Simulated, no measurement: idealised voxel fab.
The following process module bears the name voxel wiring stack.
In the cross-section labelled cut, the width is 235 nm and each square cell is 5 nm.
If you're reading a cross-section in this doc, picture square cells in a grid; it comes to you as bands, top ones listed first down to the bottom, and a band can be one or more rows of cells. Basically the band line says how high the top is and how high the bottom is, in nm, and then what's in it from left to right, every material with its width in nm. Empty space shows up as "empty", and if a single material carries "everywhere" it runs the full band edge to edge. We count height from 0. Below that, the starting wafer is all one material. The lowest band never ends at the bottom but goes on down; see "top 0, no bottom" for how that is written. Think of "30..40" as a width that walks from the first number to the second as you go down the band, top row to bottom row, taking equal-sized steps from row to row. "nothing changed" means the step left every cell of the cross-section as it was. Closed empty spaces (no open way to the top) of 8 cells or more are what "Unvented voids" lists, each as width x height at distance from the left edge, nm for all three. That trailing text on a step's line, after the settings, is the simulator's own remark on the step. "overlay nm" on a masked step: distance the mask lay right of its planned place, negative for left.
Set out below are the planned steps of the process:
1 RECEIVE,material Si
2 CONFORMAL_DEP,material SiO2,thk nm 10
3 DIRECTIONAL_DEP,material TiN,thk nm 5
4 DIRECTIONAL_DEP,material W,thk nm 15
5 PATTERN,tone cover,mask id METAL_1,material resist,width nm 25,pitch nm 45,thk nm 20,overlay nm 0
6 DIRECTIONAL_ETCH,etch materials W,depth nm 15
7 DIRECTIONAL_ETCH,etch materials TiN,depth nm 5
8 STRIP,etch materials resist
9 CONFORMAL_DEP,material SiCN,thk nm 5
10 FILL_DEP,material SiO2,thk nm 5
11 CMP,height nm 30
12 CONFORMAL_DEP,material SiCN,thk nm 5
13 DIRECTIONAL_DEP,material lowk,thk nm 15
14 PATTERN,tone open,mask id PLUG_1,material resist,width nm 15,thk nm 20,overlay nm 0
15 DIRECTIONAL_ETCH,etch materials lowk,depth nm 15
16 DIRECTIONAL_ETCH,etch materials SiCN,depth nm 5
17 STRIP,etch materials resist
18 EPI,material Ru,thk nm 10
19 EPI,material Ru,thk nm 10
20 CONFORMAL_DEP,material SiN,thk nm 5
21 DIRECTIONAL_DEP,material SiO2,thk nm 25
22 PATTERN,tone open,mask id METAL_2,material resist,width nm 25,pitch nm 45,thk nm 20,overlay nm 0
23 DIRECTIONAL_ETCH,etch materials SiO2,depth nm 25
24 DIRECTIONAL_ETCH,etch materials SiN,depth nm 5
25 STRIP,etch materials resist
26 CONFORMAL_DEP,material TiN,thk nm 5
27 FILL_DEP,material Cu,thk nm 10
28 CMP,height nm 80
29 CONFORMAL_DEP,material SiCN,thk nm 5
30 DIRECTIONAL_DEP,material lowk,thk nm 10
31 PATTERN,tone open,mask id PLUG_2,material resist,width nm 15,pitch nm 45,thk nm 20,overlay nm 0
32 DIRECTIONAL_ETCH,etch materials lowk,depth nm 10
33 DIRECTIONAL_ETCH,etch materials SiCN,depth nm 5
34 STRIP,etch materials resist
35 EPI,material Ru,thk nm 10
36 EPI,material Ru,thk nm 5
37 DIRECTIONAL_DEP,material TiN,thk nm 5
38 DIRECTIONAL_DEP,material Ru,thk nm 15
39 DIRECTIONAL_DEP,material aC,thk nm 10
40 PATTERN,tone cover,mask id METAL_3,material resist,width nm 25,pitch nm 45,thk nm 25,overlay nm 0
41 DIRECTIONAL_ETCH,etch materials aC,depth nm 10
42 STRIP,etch materials resist
43 DIRECTIONAL_ETCH,etch materials Ru,depth nm 15
44 DIRECTIONAL_ETCH,etch materials TiN,depth nm 5
45 STRIP,etch materials aC
46 CONFORMAL_DEP,material SiN,thk nm 5
47 FILL_DEP,material lowk,thk nm 10
48 CMP,height nm 115
49 CONFORMAL_DEP,material SiCN,thk nm 5
50 DIRECTIONAL_DEP,material SiO2,thk nm 25
51 DIRECTIONAL_DEP,material aC,thk nm 10
52 PATTERN,tone open,mask id METAL_4_HOLES,material resist,width nm 15,pitch nm 45,thk nm 25,overlay nm 0
53 DIRECTIONAL_ETCH,etch materials aC,depth nm 10
54 STRIP,etch materials resist
55 DIRECTIONAL_ETCH,etch materials SiO2,depth nm 25
56 STRIP,etch materials aC
57 MASKED_ETCH,tone open,mask id METAL_4,width nm 25,pitch nm 45,etch materials SiO2,depth nm 15,overlay nm 0
58 MASKED_ETCH,tone open,mask id METAL_4,width nm 25,pitch nm 45,etch materials SiCN,depth nm 5,overlay nm 0
59 CONFORMAL_DEP,material TiN,thk nm 5
60 FILL_DEP,material Cu,thk nm 5
61 CMP,height nm 145
62 CONFORMAL_DEP,material SiN,thk nm 5
For clarity, it should be stated that the wafers under discussion commence in an identical condition and differ with respect to the width nm of step 31, the plan indicating the value that the first wafer had.
After step 1, as received: first of several wafers, cross-section:
  top 0, no bottom: Si everywhere
  Unvented voids: none
Tabulated below, wafer by wafer, are the end-of-module results: for each material, the number of cells gained (+) or lost (-) relative to the as-received state, followed by the closed voids:
width nm 15 | +48 Cu | +60 Ru | +175 SiCN | +133 SiN | +571 SiO2 | +80 TiN | +30 W | +313 lowk | Unvented voids: none
width nm 20 | +48 Cu | +66 Ru | +173 SiCN | +133 SiN | +571 SiO2 | +80 TiN | +30 W | +309 lowk | Unvented voids: none
width nm 25 | +48 Cu | +72 Ru | +171 SiCN | +133 SiN | +571 SiO2 | +80 TiN | +30 W | +305 lowk | Unvented voids: none
width nm 30 | +48 Cu | +78 Ru | +169 SiCN | +133 SiN | +571 SiO2 | +80 TiN | +30 W | +301 lowk | Unvented voids: none
